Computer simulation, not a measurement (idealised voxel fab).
process module | voxel trench capacitor
cross-section cut | 225 nm wide | cells 5 nm
A cross-section is a grid of square cells, given in bands from the top down. A band is one or more rows of cells.
Each band's line starts with the height of the band's top and of its bottom, in nm. Then come its materials from left to right, each with its width in nm. One material with "throughout" fills the band from edge to edge. "air" is empty space.
Height 0 is the level under which the wafer as received is all one material. The lowest band goes on downwards, as in "0 down".
A width such as "30 to 40" changes by the same amount from each row of cells to the next, from the band's top row to its bottom row.
"no change" after a step means that no cell of the cross-section changed.
closed voids: empty space of 8 cells or more with no open way to the top, each as width x height at its distance from the left edge, in nm
after a step's settings: what the simulator itself notes on the step
overlay nm, on a step with a mask: how far to the right of its planned place the mask lay; to the left if negative
plan
1 op RECEIVE | material Si
2 op CONFORMAL_DEP | material SiN | thk nm 5
3 op PATTERN | tone open | mask id TRENCH | material resist | width nm 30 | pitch nm 55 | thk nm 20 | overlay nm 0
4 op DIRECTIONAL_ETCH | etch materials SiN | depth nm 5
5 op DIRECTIONAL_ETCH | etch materials Si | depth nm 35
6 op STRIP | etch materials resist
7 op CONFORMAL_DEP | material Al2O3 | thk nm 5
8 op CONFORMAL_DEP | material TiN | thk nm 5
9 op FILL_DEP | material W | thk nm 5
10 op CMP | height nm 5
as received, after step 1
  0 down: Si throughout
  closed voids: none
first wafer at the end, as planned
  5 to 0: SiN 40 | Al2O3 5 | TiN 5 | W 10 | TiN 5 | Al2O3 5 | SiN 25 | Al2O3 5 | TiN 5 | W 10 | TiN 5 | Al2O3 5 | SiN 25 | Al2O3 5 | TiN 5 | W 10 | TiN 5 | Al2O3 5 | SiN 45
  0 to -25: Si 40 | Al2O3 5 | TiN 5 | W 10 | TiN 5 | Al2O3 5 | Si 25 | Al2O3 5 | TiN 5 | W 10 | TiN 5 | Al2O3 5 | Si 25 | Al2O3 5 | TiN 5 | W 10 | TiN 5 | Al2O3 5 | Si 45
  -25 to -30: Si 40 | Al2O3 5 | TiN 20 | Al2O3 5 | Si 25 | Al2O3 5 | TiN 20 | Al2O3 5 | Si 25 | Al2O3 5 | TiN 20 | Al2O3 5 | Si 45
  -30 to -35: Si 40 | Al2O3 30 | Si 25 | Al2O3 30 | Si 25 | Al2O3 30 | Si 45
  -35 down: Si throughout
  closed voids: none
second wafer at the end: like start, like plan, one mistake
  20 to 15: W throughout
  15 to 10: TiN 50 | W 10 | TiN 45 | W 10 | TiN 45 | W 10 | TiN 55
  10 to 5: Al2O3 45 | TiN 5 | W 10 | TiN 5 | Al2O3 35 | TiN 5 | W 10 | TiN 5 | Al2O3 35 | TiN 5 | W 10 | TiN 5 | Al2O3 50
  5 to 0: SiN 40 | Al2O3 5 | TiN 5 | W 10 | TiN 5 | Al2O3 5 | SiN 25 | Al2O3 5 | TiN 5 | W 10 | TiN 5 | Al2O3 5 | SiN 25 | Al2O3 5 | TiN 5 | W 10 | TiN 5 | Al2O3 5 | SiN 45
  0 to -25: Si 40 | Al2O3 5 | TiN 5 | W 10 | TiN 5 | Al2O3 5 | Si 25 | Al2O3 5 | TiN 5 | W 10 | TiN 5 | Al2O3 5 | Si 25 | Al2O3 5 | TiN 5 | W 10 | TiN 5 | Al2O3 5 | Si 45
  -25 to -30: Si 40 | Al2O3 5 | TiN 20 | Al2O3 5 | Si 25 | Al2O3 5 | TiN 20 | Al2O3 5 | Si 25 | Al2O3 5 | TiN 20 | Al2O3 5 | Si 45
  -30 to -35: Si 40 | Al2O3 30 | Si 25 | Al2O3 30 | Si 25 | Al2O3 30 | Si 45
  -35 down: Si throughout
  closed voids: none
what went wrong: step 10 was left out
at the end the second wafer has, in cells: 33 more of Al2O3 | 45 more of TiN | 57 more of W
